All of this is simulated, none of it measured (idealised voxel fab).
Herein follows the process module entitled voxel released beams.
Cross-section cut: width 220 nm, square cells of 5 nm.
Cross-section spec: square-cell grid; bands listed top down; each band is one or more rows.
Look at the band entry: it leads with the top's height and the bottom's height in nm. Then it lists the materials left to right, with a width in nm for each. The word "edge to edge" on a single material says that material fills the band edge to edge. The word "air" is empty space.
Height datum 0, below which the as-received substrate wafer is one material. Lowest band open at the bottom, running downward: "z 0 and below".
When a width is written as two numbers, as in "30->40", the first number is the width in the top row of cells of the band and the second is the width in its bottom row, and the width changes by the same amount from each row to the next.
Where a step carries "remained unchanged", the cross-section came out of it unchanged, cell for cell.
Basically, "Unvented internal voids" tells you about the enclosed voids: empty spaces with no open way to the top, 8 cells or bigger, each written width x height at distance, where distance is from the left edge, all in nm.
What comes after the settings on a step's line is commentary from the simulator itself on that step.
A step's line can hold "overlay nm"; with a mask on that step, the setting says how far right of the planned place the mask lay, while a negative setting says it lay to the left.
-- Steps in the process plan
1,RECEIVE,material Si
2,CONFORMAL_DEP,material Al2O3,thk nm 10
3,DIRECTIONAL_DEP,material SiO2,thk nm 10
4,DIRECTIONAL_DEP,material aC,thk nm 15
5,PATTERN,tone open,mask id ANCHOR,material resist,width nm 35,thk nm 30,overlay nm 0
6,DIRECTIONAL_ETCH,etch materials aC,depth nm 15
7,STRIP,etch materials resist
8,DIRECTIONAL_ETCH,etch materials SiO2,depth nm 10
9,STRIP,etch materials aC
10,CONFORMAL_DEP,material W,thk nm 10
11,MASKED_ETCH,tone cover,mask id BEAM,width nm 110,etch materials W,depth nm 10,overlay nm 0
12,STRIP,etch materials SiO2
-- First wafer out of two, processed as planned
-- as received, after step 1
> z 0 and below: Si edge to edge
> Unvented internal voids: none
-- Take a look at the wafer's cross-section after step 2
> z 10 to 0: Al2O3 edge to edge
> Nothing below the height 0 has changed.
-- Take a look at the wafer's cross-section after step 3
> z 20 to 10: SiO2 edge to edge
> Nothing below the height 10 has changed.
-- Take a look at the wafer's cross-section after step 4
> z 35 to 20: aC edge to edge
> Nothing below the height 20 has changed.
-- Take a look at the wafer's cross-section after step 5
> z 65 to 35: resist 55, then air 35, then resist 130
> Nothing below the height 35 has changed.
-- Take a look at the wafer's cross-section after step 6
> z 50 to 35: resist 55, then air 35, then resist 130
> z 35 to 20: aC 55, then air 35, then aC 130
> Nothing below the height 20 has changed.
-- Take a look at the wafer's cross-section after step 7
> z 35 to 20: aC 55, then air 35, then aC 130
> Nothing below the height 20 has changed.
-- Take a look at the wafer's cross-section after step 8
> z 35 to 20: aC 55, then air 35, then aC 130
> z 20 to 10: SiO2 55, then air 35, then SiO2 130
> Nothing below the height 10 has changed.
-- Take a look at the wafer's cross-section after step 9
> z 20 to 10: SiO2 55, then air 35, then SiO2 130
> Nothing below the height 10 has changed.
-- Take a look at the wafer's cross-section after step 10
> z 30 to 20: W 65, then air 15, then W 140
> z 20 to 10: SiO2 55, then W 35, then SiO2 130
> Nothing below the height 10 has changed.
-- Take a look at the wafer's cross-section after step 11
> z 30 to 20: air 50, then W 15, then air 15, then W 80, then air 60
> Nothing below the height 20 has changed.
-- Take a look at the wafer's cross-section after step 12
> z 30 to 20: air 50, then W 15, then air 15, then W 80, then air 60
> z 20 to 10: air 55, then W 35, then air 130
> Nothing below the height 10 has changed.
-- Wafer two. Identical start, identical plan. One mistake in execution. Identical history through step 9
-- X-section, second wafer, when step 10 was due to finish
> z 25 to 20: W 60, then air 25, then W 135
> z 20 to 15: SiO2 55, then W 5, then air 25, then W 5, then SiO2 130
> z 15 to 10: SiO2 55, then W 35, then SiO2 130
> Nothing below the height 10 has changed.
-- X-section, second wafer, when step 11 was due to finish
> z 25 to 20: air 50, then W 10, then air 25, then W 75, then air 60
> Nothing below the height 20 has changed.
-- X-section, second wafer, when step 12 was due to finish
> z 25 to 15: air 50->55, then W 10->5, then air 25, then W 75->5, then air 60->130
> z 15 to 10: air 55, then W 35, then air 130
> Nothing below the height 10 has changed.
Nonconformance to the process plan: for step 10, the planned setting was not used; the step was instead run as CONFORMAL_DEP,material W,thk nm 5
Per the end-of-run cell counts, the second wafer holds more or fewer of some materials than the first: 26 fewer of W
